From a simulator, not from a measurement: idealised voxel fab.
Process module heading - voxel trench capacitor
Shown is cross-section cut, with a width of 260 nm and square cells of size 5 nm.
Bands, listed from the top down, are how a cross-section gets written in this document; the cross-section itself is a grid of square cells, and a band is one or more rows of them.
Top height, bottom height, nm. Materials left to right, width each, nm. Single material + "all across" = fills band edge to edge. "blank" = empty.
Basically, 0 is our baseline, since under it the wafer straight out of the box is all one material. The bottom band has no lower end and keeps on going down, so it looks like "0..down".
The width entry "30->40" should be interpreted row by row: the top row of cells in the band takes the first number, the bottom row takes the second number, and the change between adjacent rows is uniform throughout.
The cross-section has no changed cell in any step marked "nothing changed".
For the entry "Unvented internal voids", the listed items are empty spaces with no open way to the top whose size is 8 cells or more; each item follows the pattern width x height at distance, where distance is from the left edge and all three are in nm.
after a step's settings: what the simulator itself notes on the step
The "overlay nm" setting may appear on a step's line; for a step that uses a mask, it gives how far to the right of its planned position the mask lay, and a negative value indicates the left.
Below is the list of planned process steps
1 op RECEIVE | material Si
2 op CONFORMAL_DEP | material SiN | thk nm 5
3 op PATTERN | tone open | mask id TRENCH | material resist | width nm 15 | pitch nm 30 | thk nm 20 | overlay nm 0
4 op DIRECTIONAL_ETCH | etch materials SiN | depth nm 5
5 op DIRECTIONAL_ETCH | etch materials Si | depth nm 35
6 op STRIP | etch materials resist
7 op CONFORMAL_DEP | material SiO2 | thk nm 5
8 op FILL_DEP | material polySi | thk nm 5
9 op CMP | height nm 5
The following pertains to the first of two wafers, which was processed as planned
Shown in cross-section is the wafer as received, that is, as it stands after step 1
0..down  Si all across
Unvented internal voids: none
Cross-section through the wafer, step 2 finished
5..0  SiN all across
below 0: unchanged
Cross-section through the wafer, step 3 finished
25..5  resist=90  blank=15  resist=15  blank=15  resist=15  blank=15  resist=95
below 5: unchanged
Cross-section through the wafer, step 4 finished
25..5  resist=90  blank=15  resist=15  blank=15  resist=15  blank=15  resist=95
5..0  SiN=90  blank=15  SiN=15  blank=15  SiN=15  blank=15  SiN=95
below 0: unchanged
Cross-section through the wafer, step 5 finished
25..5  resist=90  blank=15  resist=15  blank=15  resist=15  blank=15  resist=95
5..0  SiN=90  blank=15  SiN=15  blank=15  SiN=15  blank=15  SiN=95
0..-35  Si=90  blank=15  Si=15  blank=15  Si=15  blank=15  Si=95
below -35: unchanged
Cross-section through the wafer, step 6 finished
5..0  SiN=90  blank=15  SiN=15  blank=15  SiN=15  blank=15  SiN=95
below 0: unchanged
Cross-section through the wafer, step 7 finished
10..5  SiO2=95  blank=5  SiO2=25  blank=5  SiO2=25  blank=5  SiO2=100
5..0  SiN=90  SiO2=5  blank=5  SiO2=5  SiN=15  SiO2=5  blank=5  SiO2=5  SiN=15  SiO2=5  blank=5  SiO2=5  SiN=95
0..-30  Si=90  SiO2=5  blank=5  SiO2=5  Si=15  SiO2=5  blank=5  SiO2=5  Si=15  SiO2=5  blank=5  SiO2=5  Si=95
-30..-35  Si=90  SiO2=15  Si=15  SiO2=15  Si=15  SiO2=15  Si=95
below -35: unchanged
Cross-section through the wafer, step 8 finished
15..10  polySi all across
10..5  SiO2=95  polySi=5  SiO2=25  polySi=5  SiO2=25  polySi=5  SiO2=100
5..0  SiN=90  SiO2=5  polySi=5  SiO2=5  SiN=15  SiO2=5  polySi=5  SiO2=5  SiN=15  SiO2=5  polySi=5  SiO2=5  SiN=95
0..-30  Si=90  SiO2=5  polySi=5  SiO2=5  Si=15  SiO2=5  polySi=5  SiO2=5  Si=15  SiO2=5  polySi=5  SiO2=5  Si=95
below -30: unchanged
Cross-section through the wafer, step 9 finished
5..0  SiN=90  SiO2=5  polySi=5  SiO2=5  SiN=15  SiO2=5  polySi=5  SiO2=5  SiN=15  SiO2=5  polySi=5  SiO2=5  SiN=95
below 0: unchanged
The second wafer was prepared from the same starting point and under the same plan as the first; its processing contained one mistake, and it remains indistinguishable from the first wafer up to and including step 4
Second wafer at the planned finish of step 5, seen in cross-section
25..5  resist=90  blank=15  resist=15  blank=15  resist=15  blank=15  resist=95
5..0  SiN=90  blank=15  SiN=15  blank=15  SiN=15  blank=15  SiN=95
0..-40  Si=90  blank=15  Si=15  blank=15  Si=15  blank=15  Si=95
below -40: unchanged
Second wafer at the planned finish of step 6, seen in cross-section
5..0  SiN=90  blank=15  SiN=15  blank=15  SiN=15  blank=15  SiN=95
below 0: unchanged
Second wafer at the planned finish of step 7, seen in cross-section
10..5  SiO2=95  blank=5  SiO2=25  blank=5  SiO2=25  blank=5  SiO2=100
5..0  SiN=90  SiO2=5  blank=5  SiO2=5  SiN=15  SiO2=5  blank=5  SiO2=5  SiN=15  SiO2=5  blank=5  SiO2=5  SiN=95
0..-35  Si=90  SiO2=5  blank=5  SiO2=5  Si=15  SiO2=5  blank=5  SiO2=5  Si=15  SiO2=5  blank=5  SiO2=5  Si=95
-35..-40  Si=90  SiO2=15  Si=15  SiO2=15  Si=15  SiO2=15  Si=95
below -40: unchanged
Second wafer at the planned finish of step 8, seen in cross-section
15..10  polySi all across
10..5  SiO2=95  polySi=5  SiO2=25  polySi=5  SiO2=25  polySi=5  SiO2=100
5..0  SiN=90  SiO2=5  polySi=5  SiO2=5  SiN=15  SiO2=5  polySi=5  SiO2=5  SiN=15  SiO2=5  polySi=5  SiO2=5  SiN=95
0..-35  Si=90  SiO2=5  polySi=5  SiO2=5  Si=15  SiO2=5  polySi=5  SiO2=5  Si=15  SiO2=5  polySi=5  SiO2=5  Si=95
below -35: unchanged
Second wafer at the planned finish of step 9, seen in cross-section
5..0  SiN=90  SiO2=5  polySi=5  SiO2=5  SiN=15  SiO2=5  polySi=5  SiO2=5  SiN=15  SiO2=5  polySi=5  SiO2=5  SiN=95
below 0: unchanged
Which mistake was made when the wafer was run? the process deviated at step 5: the operation and settings actually run there were op DIRECTIONAL_ETCH | etch materials Si | depth nm 40
In the final state, the cell counts of the second wafer exceed or fall short of those of the first for the following materials: 9 fewer of Si, 6 more of SiO2, 3 more of polySi
